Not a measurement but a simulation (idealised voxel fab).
process module | voxel wiring stack
cross-section cut | 260 nm wide | cells 5 nm
A cross-section is a grid of square cells, given in bands from the top down. A band is one or more rows of cells.
Each band's line starts with the height of the band's top and of its bottom, in nm. Then come its materials from left to right, each with its width in nm. One material with "throughout" fills the band from edge to edge. "air" is empty space.
Height 0 is the level under which the wafer as received is all one material. The lowest band goes on downwards, as in "0 down".
A width such as "30 to 40" changes by the same amount from each row of cells to the next, from the band's top row to its bottom row.
"no change" after a step means that no cell of the cross-section changed.
closed voids: empty space of 8 cells or more with no open way to the top, each as width x height at its distance from the left edge, in nm
after a step's settings: what the simulator itself notes on the step
overlay nm, on a step with a mask: how far to the right of its planned place the mask lay; to the left if negative
plan
1 op RECEIVE | material Si
2 op CONFORMAL_DEP | material SiO2 | thk nm 15
3 op CONFORMAL_DEP | material SiCN | thk nm 5
4 op DIRECTIONAL_DEP | material lowk | thk nm 20
5 op MASKED_ETCH | tone open | mask id METAL_1 | width nm 25 | pitch nm 50 | etch materials lowk | depth nm 20 | overlay nm 0
6 op MASKED_ETCH | tone open | mask id METAL_1 | width nm 25 | pitch nm 50 | etch materials SiCN | depth nm 5 | overlay nm 0
7 op CONFORMAL_DEP | material TiN | thk nm 5
8 op FILL_DEP | material Cu | thk nm 10
9 op CMP | height nm 40
10 op CONFORMAL_DEP | material SiCN | thk nm 5
11 op DIRECTIONAL_DEP | material lowk | thk nm 15
12 op MASKED_ETCH | tone open | mask id PLUG_1 | width nm 15 | pitch nm 100 | etch materials lowk | depth nm 15 | overlay nm 0
13 op MASKED_ETCH | tone open | mask id PLUG_1 | width nm 15 | pitch nm 100 | etch materials SiCN | depth nm 5 | overlay nm 0
14 op EPI | material Ru | thk nm 10
15 op EPI | material Ru | thk nm 10
16 op CONFORMAL_DEP | material SiCN | thk nm 5
17 op DIRECTIONAL_DEP | material SiO2 | thk nm 25
18 op DIRECTIONAL_DEP | material aC | thk nm 15
19 op PATTERN | tone open | mask id METAL_2 | material resist | width nm 25 | pitch nm 50 | thk nm 30 | overlay nm 0
20 op DIRECTIONAL_ETCH | etch materials aC | depth nm 15
21 op STRIP | etch materials resist
22 op DIRECTIONAL_ETCH | etch materials SiO2 | depth nm 25
23 op DIRECTIONAL_ETCH | etch materials SiCN | depth nm 5
24 op STRIP | etch materials aC
25 op CONFORMAL_DEP | material TiN | thk nm 5
26 op FILL_DEP | material Cu | thk nm 5
27 op CMP | height nm 90
28 op CONFORMAL_DEP | material SiCN | thk nm 5
29 op DIRECTIONAL_DEP | material SiO2 | thk nm 15
30 op DIRECTIONAL_DEP | material aC | thk nm 15
31 op PATTERN | tone open | mask id PLUG_2 | material resist | width nm 15 | pitch nm 50 | thk nm 30 | overlay nm 0
32 op DIRECTIONAL_ETCH | etch materials aC | depth nm 15
33 op STRIP | etch materials resist
34 op DIRECTIONAL_ETCH | etch materials SiO2 | depth nm 15
35 op DIRECTIONAL_ETCH | etch materials SiCN | depth nm 5
36 op STRIP | etch materials aC
37 op CONFORMAL_DEP | material TiN | thk nm 5
38 op FILL_DEP | material Cu | thk nm 10
39 op CMP | height nm 110
40 op DIRECTIONAL_DEP | material TiN | thk nm 5
41 op DIRECTIONAL_DEP | material Ru | thk nm 20
42 op PATTERN | tone cover | mask id METAL_3 | material resist | width nm 25 | pitch nm 50 | thk nm 15 | overlay nm 0
43 op DIRECTIONAL_ETCH | etch materials Ru | depth nm 20
44 op DIRECTIONAL_ETCH | etch materials TiN | depth nm 5
45 op STRIP | etch materials resist
46 op FILL_DEP | material lowk | thk nm 5
47 op CMP | height nm 135
48 op CONFORMAL_DEP | material SiCN | thk nm 5
49 op DIRECTIONAL_DEP | material lowk | thk nm 20
50 op MASKED_ETCH | tone open | mask id PLUG_3 | width nm 15 | pitch nm 50 | etch materials lowk | depth nm 20 | overlay nm 0
51 op MASKED_ETCH | tone open | mask id PLUG_3 | width nm 15 | pitch nm 50 | etch materials SiCN | depth nm 5 | overlay nm 0
52 op EPI | material Ru | thk nm 10
53 op EPI | material Ru | thk nm 10
54 op EPI | material Ru | thk nm 5
55 op CONFORMAL_DEP | material SiCN | thk nm 5
56 op DIRECTIONAL_DEP | material lowk | thk nm 15
57 op PATTERN | tone open | mask id METAL_4 | material resist | width nm 25 | pitch nm 50 | thk nm 15 | overlay nm 0
58 op DIRECTIONAL_ETCH | etch materials lowk | depth nm 15
59 op DIRECTIONAL_ETCH | etch materials SiCN | depth nm 5
60 op STRIP | etch materials resist
61 op CONFORMAL_DEP | material TiN | thk nm 5
62 op FILL_DEP | material Ru | thk nm 5
63 op CMP | height nm 180
64 op CONFORMAL_DEP | material SiCN | thk nm 5
first wafer, as planned
as received, after step 1
  0 down: Si throughout
  closed voids: none
after step 2
  15 to 0: SiO2 throughout
  below 0: unchanged
after step 3
  20 to 15: SiCN throughout
  below 15: unchanged
after step 4
  40 to 20: lowk throughout
  below 20: unchanged
after step 5
  40 to 20: lowk 40 | air 25 | lowk 25 | air 25 | lowk 25 | air 25 | lowk 25 | air 25 | lowk 45
  below 20: unchanged
after step 6
  40 to 20: lowk 40 | air 25 | lowk 25 | air 25 | lowk 25 | air 25 | lowk 25 | air 25 | lowk 45
  20 to 15: SiCN 40 | air 25 | SiCN 25 | air 25 | SiCN 25 | air 25 | SiCN 25 | air 25 | SiCN 45
  below 15: unchanged
after step 7
  45 to 40: TiN 45 | air 15 | TiN 35 | air 15 | TiN 35 | air 15 | TiN 35 | air 15 | TiN 50
  40 to 20: lowk 40 | TiN 5 | air 15 | TiN 5 | lowk 25 | TiN 5 | air 15 | TiN 5 | lowk 25 | TiN 5 | air 15 | TiN 5 | lowk 25 | TiN 5 | air 15 | TiN 5 | lowk 45
  20 to 15: SiCN 40 | TiN 25 | SiCN 25 | TiN 25 | SiCN 25 | TiN 25 | SiCN 25 | TiN 25 | SiCN 45
  below 15: unchanged
after step 8
  55 to 45: Cu throughout
  45 to 40: TiN 45 | Cu 15 | TiN 35 | Cu 15 | TiN 35 | Cu 15 | TiN 35 | Cu 15 | TiN 50
  40 to 20: lowk 40 | TiN 5 | Cu 15 | TiN 5 | lowk 25 | TiN 5 | Cu 15 | TiN 5 | lowk 25 | TiN 5 | Cu 15 | TiN 5 | lowk 25 | TiN 5 | Cu 15 | TiN 5 | lowk 45
  below 20: unchanged
after step 9
  40 to 20: lowk 40 | TiN 5 | Cu 15 | TiN 5 | lowk 25 | TiN 5 | Cu 15 | TiN 5 | lowk 25 | TiN 5 | Cu 15 | TiN 5 | lowk 25 | TiN 5 | Cu 15 | TiN 5 | lowk 45
  below 20: unchanged
after step 10
  45 to 40: SiCN throughout
  below 40: unchanged
after step 11
  60 to 45: lowk throughout
  below 45: unchanged
after step 12
  60 to 45: lowk 40 | air 15 | lowk 85 | air 15 | lowk 105
  below 45: unchanged
after step 13
  60 to 45: lowk 40 | air 15 | lowk 85 | air 15 | lowk 105
  45 to 40: SiCN 40 | air 15 | SiCN 85 | air 15 | SiCN 105
  below 40: unchanged
after step 14
  60 to 50: lowk 40 | air 15 | lowk 85 | air 15 | lowk 105
  50 to 45: lowk 40 | Ru 15 | lowk 85 | Ru 15 | lowk 105
  45 to 40: SiCN 40 | Ru 15 | SiCN 85 | Ru 15 | SiCN 105
  below 40: unchanged
after step 15
  60 to 45: lowk 40 | Ru 15 | lowk 85 | Ru 15 | lowk 105
  below 45: unchanged
after step 16
  65 to 60: SiCN throughout
  below 60: unchanged
after step 17
  90 to 65: SiO2 throughout
  below 65: unchanged
after step 18
  105 to 90: aC throughout
  below 90: unchanged
after step 19
  135 to 105: resist 40 | air 25 | resist 25 | air 25 | resist 25 | air 25 | resist 25 | air 25 | resist 45
  below 105: unchanged
after step 20
  120 to 105: resist 40 | air 25 | resist 25 | air 25 | resist 25 | air 25 | resist 25 | air 25 | resist 45
  105 to 90: aC 40 | air 25 | aC 25 | air 25 | aC 25 | air 25 | aC 25 | air 25 | aC 45
  below 90: unchanged
after step 21
  105 to 90: aC 40 | air 25 | aC 25 | air 25 | aC 25 | air 25 | aC 25 | air 25 | aC 45
  below 90: unchanged
after step 22
  105 to 90: aC 40 | air 25 | aC 25 | air 25 | aC 25 | air 25 | aC 25 | air 25 | aC 45
  90 to 65: SiO2 40 | air 25 | SiO2 25 | air 25 | SiO2 25 | air 25 | SiO2 25 | air 25 | SiO2 45
  below 65: unchanged
after step 23
  105 to 90: aC 40 | air 25 | aC 25 | air 25 | aC 25 | air 25 | aC 25 | air 25 | aC 45
  90 to 65: SiO2 40 | air 25 | SiO2 25 | air 25 | SiO2 25 | air 25 | SiO2 25 | air 25 | SiO2 45
  65 to 60: SiCN 40 | air 25 | SiCN 25 | air 25 | SiCN 25 | air 25 | SiCN 25 | air 25 | SiCN 45
  below 60: unchanged
after step 24
  90 to 65: SiO2 40 | air 25 | SiO2 25 | air 25 | SiO2 25 | air 25 | SiO2 25 | air 25 | SiO2 45
  below 65: unchanged
after step 25
  95 to 90: TiN 45 | air 15 | TiN 35 | air 15 | TiN 35 | air 15 | TiN 35 | air 15 | TiN 50
  90 to 65: SiO2 40 | TiN 5 | air 15 | TiN 5 | SiO2 25 | TiN 5 | air 15 | TiN 5 | SiO2 25 | TiN 5 | air 15 | TiN 5 | SiO2 25 | TiN 5 | air 15 | TiN 5 | SiO2 45
  65 to 60: SiCN 40 | TiN 25 | SiCN 25 | TiN 25 | SiCN 25 | TiN 25 | SiCN 25 | TiN 25 | SiCN 45
  below 60: unchanged
after step 26
  100 to 95: Cu throughout
  95 to 90: TiN 45 | Cu 15 | TiN 35 | Cu 15 | TiN 35 | Cu 15 | TiN 35 | Cu 15 | TiN 50
  90 to 65: SiO2 40 | TiN 5 | Cu 15 | TiN 5 | SiO2 25 | TiN 5 | Cu 15 | TiN 5 | SiO2 25 | TiN 5 | Cu 15 | TiN 5 | SiO2 25 | TiN 5 | Cu 15 | TiN 5 | SiO2 45
  below 65: unchanged
after step 27
  90 to 65: SiO2 40 | TiN 5 | Cu 15 | TiN 5 | SiO2 25 | TiN 5 | Cu 15 | TiN 5 | SiO2 25 | TiN 5 | Cu 15 | TiN 5 | SiO2 25 | TiN 5 | Cu 15 | TiN 5 | SiO2 45
  below 65: unchanged
after step 28
  95 to 90: SiCN throughout
  below 90: unchanged
after step 29
  110 to 95: SiO2 throughout
  below 95: unchanged
after step 30
  125 to 110: aC throughout
  below 110: unchanged
after step 31
  155 to 125: resist 40 | air 15 | resist 35 | air 15 | resist 35 | air 15 | resist 35 | air 15 | resist 55
  below 125: unchanged
after step 32
  140 to 125: resist 40 | air 15 | resist 35 | air 15 | resist 35 | air 15 | resist 35 | air 15 | resist 55
  125 to 110: aC 40 | air 15 | aC 35 | air 15 | aC 35 | air 15 | aC 35 | air 15 | aC 55
  below 110: unchanged
after step 33
  125 to 110: aC 40 | air 15 | aC 35 | air 15 | aC 35 | air 15 | aC 35 | air 15 | aC 55
  below 110: unchanged
after step 34
  125 to 110: aC 40 | air 15 | aC 35 | air 15 | aC 35 | air 15 | aC 35 | air 15 | aC 55
  110 to 95: SiO2 40 | air 15 | SiO2 35 | air 15 | SiO2 35 | air 15 | SiO2 35 | air 15 | SiO2 55
  below 95: unchanged
after step 35
  125 to 110: aC 40 | air 15 | aC 35 | air 15 | aC 35 | air 15 | aC 35 | air 15 | aC 55
  110 to 95: SiO2 40 | air 15 | SiO2 35 | air 15 | SiO2 35 | air 15 | SiO2 35 | air 15 | SiO2 55
  95 to 90: SiCN 40 | air 15 | SiCN 35 | air 15 | SiCN 35 | air 15 | SiCN 35 | air 15 | SiCN 55
  below 90: unchanged
after step 36
  110 to 95: SiO2 40 | air 15 | SiO2 35 | air 15 | SiO2 35 | air 15 | SiO2 35 | air 15 | SiO2 55
  below 95: unchanged
after step 37
  115 to 110: TiN 45 | air 5 | TiN 45 | air 5 | TiN 45 | air 5 | TiN 45 | air 5 | TiN 60
  110 to 95: SiO2 40 | TiN 5 | air 5 | TiN 5 | SiO2 35 | TiN 5 | air 5 | TiN 5 | SiO2 35 | TiN 5 | air 5 | TiN 5 | SiO2 35 | TiN 5 | air 5 | TiN 5 | SiO2 55
  95 to 90: SiCN 40 | TiN 15 | SiCN 35 | TiN 15 | SiCN 35 | TiN 15 | SiCN 35 | TiN 15 | SiCN 55
  below 90: unchanged
after step 38
  125 to 115: Cu throughout
  115 to 110: TiN 45 | Cu 5 | TiN 45 | Cu 5 | TiN 45 | Cu 5 | TiN 45 | Cu 5 | TiN 60
  110 to 95: SiO2 40 | TiN 5 | Cu 5 | TiN 5 | SiO2 35 | TiN 5 | Cu 5 | TiN 5 | SiO2 35 | TiN 5 | Cu 5 | TiN 5 | SiO2 35 | TiN 5 | Cu 5 | TiN 5 | SiO2 55
  below 95: unchanged
after step 39
  110 to 95: SiO2 40 | TiN 5 | Cu 5 | TiN 5 | SiO2 35 | TiN 5 | Cu 5 | TiN 5 | SiO2 35 | TiN 5 | Cu 5 | TiN 5 | SiO2 35 | TiN 5 | Cu 5 | TiN 5 | SiO2 55
  below 95: unchanged
after step 40
  115 to 110: TiN throughout
  below 110: unchanged
after step 41
  135 to 115: Ru throughout
  below 115: unchanged
after step 42
  150 to 135: air 40 | resist 25 | air 25 | resist 25 | air 25 | resist 25 | air 25 | resist 25 | air 45
  below 135: unchanged
after step 43
  150 to 135: air 40 | resist 25 | air 25 | resist 25 | air 25 | resist 25 | air 25 | resist 25 | air 45
  135 to 115: air 40 | Ru 25 | air 25 | Ru 25 | air 25 | Ru 25 | air 25 | Ru 25 | air 45
  below 115: unchanged
after step 44
  150 to 135: air 40 | resist 25 | air 25 | resist 25 | air 25 | resist 25 | air 25 | resist 25 | air 45
  135 to 115: air 40 | Ru 25 | air 25 | Ru 25 | air 25 | Ru 25 | air 25 | Ru 25 | air 45
  115 to 110: air 40 | TiN 25 | air 25 | TiN 25 | air 25 | TiN 25 | air 25 | TiN 25 | air 45
  below 110: unchanged
after step 45
  135 to 115: air 40 | Ru 25 | air 25 | Ru 25 | air 25 | Ru 25 | air 25 | Ru 25 | air 45
  below 115: unchanged
after step 46
  140 to 135: lowk throughout
  135 to 115: lowk 40 | Ru 25 | lowk 25 | Ru 25 | lowk 25 | Ru 25 | lowk 25 | Ru 25 | lowk 45
  115 to 110: lowk 40 | TiN 25 | lowk 25 | TiN 25 | lowk 25 | TiN 25 | lowk 25 | TiN 25 | lowk 45
  below 110: unchanged
after step 47
  135 to 115: lowk 40 | Ru 25 | lowk 25 | Ru 25 | lowk 25 | Ru 25 | lowk 25 | Ru 25 | lowk 45
  below 115: unchanged
after step 48
  140 to 135: SiCN throughout
  below 135: unchanged
after step 49
  160 to 140: lowk throughout
  below 140: unchanged
after step 50
  160 to 140: lowk 40 | air 15 | lowk 35 | air 15 | lowk 35 | air 15 | lowk 35 | air 15 | lowk 55
  below 140: unchanged
after step 51
  160 to 140: lowk 40 | air 15 | lowk 35 | air 15 | lowk 35 | air 15 | lowk 35 | air 15 | lowk 55
  140 to 135: SiCN 40 | air 15 | SiCN 35 | air 15 | SiCN 35 | air 15 | SiCN 35 | air 15 | SiCN 55
  below 135: unchanged
after step 52
  160 to 145: lowk 40 | air 15 | lowk 35 | air 15 | lowk 35 | air 15 | lowk 35 | air 15 | lowk 55
  145 to 140: lowk 40 | Ru 15 | lowk 35 | Ru 15 | lowk 35 | Ru 15 | lowk 35 | Ru 15 | lowk 55
  140 to 135: SiCN 40 | Ru 15 | SiCN 35 | Ru 15 | SiCN 35 | Ru 15 | SiCN 35 | Ru 15 | SiCN 55
  below 135: unchanged
after step 53
  160 to 155: lowk 40 | air 15 | lowk 35 | air 15 | lowk 35 | air 15 | lowk 35 | air 15 | lowk 55
  155 to 140: lowk 40 | Ru 15 | lowk 35 | Ru 15 | lowk 35 | Ru 15 | lowk 35 | Ru 15 | lowk 55
  below 140: unchanged
after step 54
  160 to 140: lowk 40 | Ru 15 | lowk 35 | Ru 15 | lowk 35 | Ru 15 | lowk 35 | Ru 15 | lowk 55
  below 140: unchanged
after step 55
  165 to 160: SiCN throughout
  below 160: unchanged
after step 56
  180 to 165: lowk throughout
  below 165: unchanged
after step 57
  195 to 180: resist 40 | air 25 | resist 25 | air 25 | resist 25 | air 25 | resist 25 | air 25 | resist 45
  below 180: unchanged
after step 58
  195 to 180: resist 40 | air 25 | resist 25 | air 25 | resist 25 | air 25 | resist 25 | air 25 | resist 45
  180 to 165: lowk 40 | air 25 | lowk 25 | air 25 | lowk 25 | air 25 | lowk 25 | air 25 | lowk 45
  below 165: unchanged
after step 59
  195 to 180: resist 40 | air 25 | resist 25 | air 25 | resist 25 | air 25 | resist 25 | air 25 | resist 45
  180 to 165: lowk 40 | air 25 | lowk 25 | air 25 | lowk 25 | air 25 | lowk 25 | air 25 | lowk 45
  165 to 160: SiCN 40 | air 25 | SiCN 25 | air 25 | SiCN 25 | air 25 | SiCN 25 | air 25 | SiCN 45
  below 160: unchanged
after step 60
  180 to 165: lowk 40 | air 25 | lowk 25 | air 25 | lowk 25 | air 25 | lowk 25 | air 25 | lowk 45
  below 165: unchanged
after step 61
  185 to 180: TiN 45 | air 15 | TiN 35 | air 15 | TiN 35 | air 15 | TiN 35 | air 15 | TiN 50
  180 to 165: lowk 40 | TiN 5 | air 15 | TiN 5 | lowk 25 | TiN 5 | air 15 | TiN 5 | lowk 25 | TiN 5 | air 15 | TiN 5 | lowk 25 | TiN 5 | air 15 | TiN 5 | lowk 45
  165 to 160: SiCN 40 | TiN 25 | SiCN 25 | TiN 25 | SiCN 25 | TiN 25 | SiCN 25 | TiN 25 | SiCN 45
  below 160: unchanged
after step 62
  190 to 185: Ru throughout
  185 to 180: TiN 45 | Ru 15 | TiN 35 | Ru 15 | TiN 35 | Ru 15 | TiN 35 | Ru 15 | TiN 50
  180 to 165: lowk 40 | TiN 5 | Ru 15 | TiN 5 | lowk 25 | TiN 5 | Ru 15 | TiN 5 | lowk 25 | TiN 5 | Ru 15 | TiN 5 | lowk 25 | TiN 5 | Ru 15 | TiN 5 | lowk 45
  below 165: unchanged
after step 63
  180 to 165: lowk 40 | TiN 5 | Ru 15 | TiN 5 | lowk 25 | TiN 5 | Ru 15 | TiN 5 | lowk 25 | TiN 5 | Ru 15 | TiN 5 | lowk 25 | TiN 5 | Ru 15 | TiN 5 | lowk 45
  below 165: unchanged
after step 64
  185 to 180: SiCN throughout
  below 180: unchanged
second wafer: like start, like plan, one mistake. Through step 30 it matches the first wafer
when step 31 should have ended
  155 to 125: air 40 | resist 15 | air 35 | resist 15 | air 35 | resist 15 | air 35 | resist 15 | air 55
  below 125: unchanged
when step 32 should have ended
  140 to 125: air 40 | resist 15 | air 35 | resist 15 | air 35 | resist 15 | air 35 | resist 15 | air 55
  125 to 110: air 40 | aC 15 | air 35 | aC 15 | air 35 | aC 15 | air 35 | aC 15 | air 55
  below 110: unchanged
when step 33 should have ended
  125 to 110: air 40 | aC 15 | air 35 | aC 15 | air 35 | aC 15 | air 35 | aC 15 | air 55
  below 110: unchanged
when step 34 should have ended
  125 to 110: air 40 | aC 15 | air 35 | aC 15 | air 35 | aC 15 | air 35 | aC 15 | air 55
  110 to 95: air 40 | SiO2 15 | air 35 | SiO2 15 | air 35 | SiO2 15 | air 35 | SiO2 15 | air 55
  below 95: unchanged
when step 35 should have ended
  125 to 110: air 40 | aC 15 | air 35 | aC 15 | air 35 | aC 15 | air 35 | aC 15 | air 55
  110 to 95: air 40 | SiO2 15 | air 35 | SiO2 15 | air 35 | SiO2 15 | air 35 | SiO2 15 | air 55
  95 to 90: air 40 | SiCN 15 | air 35 | SiCN 15 | air 35 | SiCN 15 | air 35 | SiCN 15 | air 55
  below 90: unchanged
when step 36 should have ended
  110 to 95: air 40 | SiO2 15 | air 35 | SiO2 15 | air 35 | SiO2 15 | air 35 | SiO2 15 | air 55
  below 95: unchanged
when step 37 should have ended
  115 to 110: air 35 | TiN 25 | air 25 | TiN 25 | air 25 | TiN 25 | air 25 | TiN 25 | air 50
  110 to 95: air 35 | TiN 5 | SiO2 15 | TiN 5 | air 25 | TiN 5 | SiO2 15 | TiN 5 | air 25 | TiN 5 | SiO2 15 | TiN 5 | air 25 | TiN 5 | SiO2 15 | TiN 5 | air 50
  95 to 90: TiN 40 | SiCN 15 | TiN 35 | SiCN 15 | TiN 35 | SiCN 15 | TiN 35 | SiCN 15 | TiN 55
  below 90: unchanged
when step 38 should have ended
  125 to 115: Cu throughout
  115 to 110: Cu 35 | TiN 25 | Cu 25 | TiN 25 | Cu 25 | TiN 25 | Cu 25 | TiN 25 | Cu 50
  110 to 95: Cu 35 | TiN 5 | SiO2 15 | TiN 5 | Cu 25 | TiN 5 | SiO2 15 | TiN 5 | Cu 25 | TiN 5 | SiO2 15 | TiN 5 | Cu 25 | TiN 5 | SiO2 15 | TiN 5 | Cu 50
  below 95: unchanged
when step 39 should have ended
  110 to 95: Cu 35 | TiN 5 | SiO2 15 | TiN 5 | Cu 25 | TiN 5 | SiO2 15 | TiN 5 | Cu 25 | TiN 5 | SiO2 15 | TiN 5 | Cu 25 | TiN 5 | SiO2 15 | TiN 5 | Cu 50
  below 95: unchanged
when step 40 should have ended
  115 to 110: TiN throughout
  below 110: unchanged
when step 41 should have ended
  135 to 115: Ru throughout
  below 115: unchanged
when step 42 should have ended
  150 to 135: air 40 | resist 25 | air 25 | resist 25 | air 25 | resist 25 | air 25 | resist 25 | air 45
  below 135: unchanged
when step 43 should have ended
  150 to 135: air 40 | resist 25 | air 25 | resist 25 | air 25 | resist 25 | air 25 | resist 25 | air 45
  135 to 115: air 40 | Ru 25 | air 25 | Ru 25 | air 25 | Ru 25 | air 25 | Ru 25 | air 45
  below 115: unchanged
when step 44 should have ended
  150 to 135: air 40 | resist 25 | air 25 | resist 25 | air 25 | resist 25 | air 25 | resist 25 | air 45
  135 to 115: air 40 | Ru 25 | air 25 | Ru 25 | air 25 | Ru 25 | air 25 | Ru 25 | air 45
  115 to 110: air 40 | TiN 25 | air 25 | TiN 25 | air 25 | TiN 25 | air 25 | TiN 25 | air 45
  below 110: unchanged
when step 45 should have ended
  135 to 115: air 40 | Ru 25 | air 25 | Ru 25 | air 25 | Ru 25 | air 25 | Ru 25 | air 45
  below 115: unchanged
when step 46 should have ended
  140 to 135: lowk throughout
  135 to 115: lowk 40 | Ru 25 | lowk 25 | Ru 25 | lowk 25 | Ru 25 | lowk 25 | Ru 25 | lowk 45
  115 to 110: lowk 40 | TiN 25 | lowk 25 | TiN 25 | lowk 25 | TiN 25 | lowk 25 | TiN 25 | lowk 45
  below 110: unchanged
when step 47 should have ended
  135 to 115: lowk 40 | Ru 25 | lowk 25 | Ru 25 | lowk 25 | Ru 25 | lowk 25 | Ru 25 | lowk 45
  below 115: unchanged
when step 48 should have ended
  140 to 135: SiCN throughout
  below 135: unchanged
when step 49 should have ended
  160 to 140: lowk throughout
  below 140: unchanged
when step 50 should have ended
  160 to 140: lowk 40 | air 15 | lowk 35 | air 15 | lowk 35 | air 15 | lowk 35 | air 15 | lowk 55
  below 140: unchanged
when step 51 should have ended
  160 to 140: lowk 40 | air 15 | lowk 35 | air 15 | lowk 35 | air 15 | lowk 35 | air 15 | lowk 55
  140 to 135: SiCN 40 | air 15 | SiCN 35 | air 15 | SiCN 35 | air 15 | SiCN 35 | air 15 | SiCN 55
  below 135: unchanged
when step 52 should have ended
  160 to 145: lowk 40 | air 15 | lowk 35 | air 15 | lowk 35 | air 15 | lowk 35 | air 15 | lowk 55
  145 to 140: lowk 40 | Ru 15 | lowk 35 | Ru 15 | lowk 35 | Ru 15 | lowk 35 | Ru 15 | lowk 55
  140 to 135: SiCN 40 | Ru 15 | SiCN 35 | Ru 15 | SiCN 35 | Ru 15 | SiCN 35 | Ru 15 | SiCN 55
  below 135: unchanged
when step 53 should have ended
  160 to 155: lowk 40 | air 15 | lowk 35 | air 15 | lowk 35 | air 15 | lowk 35 | air 15 | lowk 55
  155 to 140: lowk 40 | Ru 15 | lowk 35 | Ru 15 | lowk 35 | Ru 15 | lowk 35 | Ru 15 | lowk 55
  below 140: unchanged
when step 54 should have ended
  160 to 140: lowk 40 | Ru 15 | lowk 35 | Ru 15 | lowk 35 | Ru 15 | lowk 35 | Ru 15 | lowk 55
  below 140: unchanged
when step 55 should have ended
  165 to 160: SiCN throughout
  below 160: unchanged
when step 56 should have ended
  180 to 165: lowk throughout
  below 165: unchanged
when step 57 should have ended
  195 to 180: resist 40 | air 25 | resist 25 | air 25 | resist 25 | air 25 | resist 25 | air 25 | resist 45
  below 180: unchanged
when step 58 should have ended
  195 to 180: resist 40 | air 25 | resist 25 | air 25 | resist 25 | air 25 | resist 25 | air 25 | resist 45
  180 to 165: lowk 40 | air 25 | lowk 25 | air 25 | lowk 25 | air 25 | lowk 25 | air 25 | lowk 45
  below 165: unchanged
when step 59 should have ended
  195 to 180: resist 40 | air 25 | resist 25 | air 25 | resist 25 | air 25 | resist 25 | air 25 | resist 45
  180 to 165: lowk 40 | air 25 | lowk 25 | air 25 | lowk 25 | air 25 | lowk 25 | air 25 | lowk 45
  165 to 160: SiCN 40 | air 25 | SiCN 25 | air 25 | SiCN 25 | air 25 | SiCN 25 | air 25 | SiCN 45
  below 160: unchanged
when step 60 should have ended
  180 to 165: lowk 40 | air 25 | lowk 25 | air 25 | lowk 25 | air 25 | lowk 25 | air 25 | lowk 45
  below 165: unchanged
when step 61 should have ended
  185 to 180: TiN 45 | air 15 | TiN 35 | air 15 | TiN 35 | air 15 | TiN 35 | air 15 | TiN 50
  180 to 165: lowk 40 | TiN 5 | air 15 | TiN 5 | lowk 25 | TiN 5 | air 15 | TiN 5 | lowk 25 | TiN 5 | air 15 | TiN 5 | lowk 25 | TiN 5 | air 15 | TiN 5 | lowk 45
  165 to 160: SiCN 40 | TiN 25 | SiCN 25 | TiN 25 | SiCN 25 | TiN 25 | SiCN 25 | TiN 25 | SiCN 45
  below 160: unchanged
when step 62 should have ended
  190 to 185: Ru throughout
  185 to 180: TiN 45 | Ru 15 | TiN 35 | Ru 15 | TiN 35 | Ru 15 | TiN 35 | Ru 15 | TiN 50
  180 to 165: lowk 40 | TiN 5 | Ru 15 | TiN 5 | lowk 25 | TiN 5 | Ru 15 | TiN 5 | lowk 25 | TiN 5 | Ru 15 | TiN 5 | lowk 25 | TiN 5 | Ru 15 | TiN 5 | lowk 45
  below 165: unchanged
when step 63 should have ended
  180 to 165: lowk 40 | TiN 5 | Ru 15 | TiN 5 | lowk 25 | TiN 5 | Ru 15 | TiN 5 | lowk 25 | TiN 5 | Ru 15 | TiN 5 | lowk 25 | TiN 5 | Ru 15 | TiN 5 | lowk 45
  below 165: unchanged
when step 64 should have ended
  185 to 180: SiCN throughout
  below 180: unchanged
what went wrong: step 31 ran as: op PATTERN | tone cover | mask id PLUG_2 | material resist | width nm 15 | pitch nm 50 | thk nm 30 | overlay nm 0
at the end the second wafer has, in cells: 84 more of Cu | 28 fewer of SiCN | 84 fewer of SiO2 | 28 more of TiN
